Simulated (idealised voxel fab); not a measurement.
Process module heading - voxel tone inversion
In the cross-section labelled cut, the width is 200 nm and each square cell is 5 nm.
We lay out every cross-section as a grid of square cells and spell it out in bands from the top down, where one band means one or more rows of cells.
Per band: top height and bottom height in nm, followed by the left-to-right materials and their widths in nm; "everywhere" marks a single material spanning edge to edge, "air" marks empty space.
Counting heights begins at 0, where everything beneath is, in the wafer as received, one material. The lowest band has no bottom; it goes on downwards, as "0 nm and below" shows.
Read "30 to 40" as a graded width: first number on top, second number at the bottom, same change between each pair of neighbouring rows.
Key: "stayed the same" - step with no changed cell in the cross-section.
Basically, "Closed void roster" tells you about the enclosed voids: empty spaces with no open way to the top, 8 cells or bigger, each written width x height at distance, where distance is from the left edge, all in nm.
Step line, after settings: the simulator's comment on this step.
On any step carrying a mask, the "overlay nm" setting, if present on the step's line, tells how far right of its planned place the mask lay; negative values point to the left.
[This section lists the process steps that were planned]
step 1: RECEIVE, material Si
step 2: CONFORMAL_DEP, material SiN, thk nm 10
step 3: DIRECTIONAL_DEP, material aC, thk nm 15
step 4: PATTERN, tone cover, mask id POSTS, material resist, width nm 15, pitch nm 35, thk nm 20, overlay nm 0
step 5: DIRECTIONAL_ETCH, etch materials aC, depth nm 15
step 6: STRIP, etch materials resist
step 7: FILL_DEP, material SiO2, thk nm 10
step 8: CMP, height nm 25
step 9: STRIP, etch materials aC
[Cross-section of the wafer at receipt, which is the condition after step 1]
  0 nm and below  Si everywhere
  Closed void roster: none
[Below is the wafer in cross-section after the module was completed. It began from the starting point shown above and followed the plan shown above, except that one mistake was made while running it]
  25 nm to 10 nm  55 SiO2 | 20 air | 15 SiO2 | 20 air | 15 SiO2 | 20 air | 55 SiO2
  10 nm to 0 nm  SiN everywhere
  0 nm and below  Si everywhere
  Closed void roster: none
Short version of what went wrong: step 4 was run on a setting that differed from the plan, and what really ran there is PATTERN, tone cover, mask id POSTS, material resist, width nm 20, pitch nm 35, thk nm 20, overlay nm 0
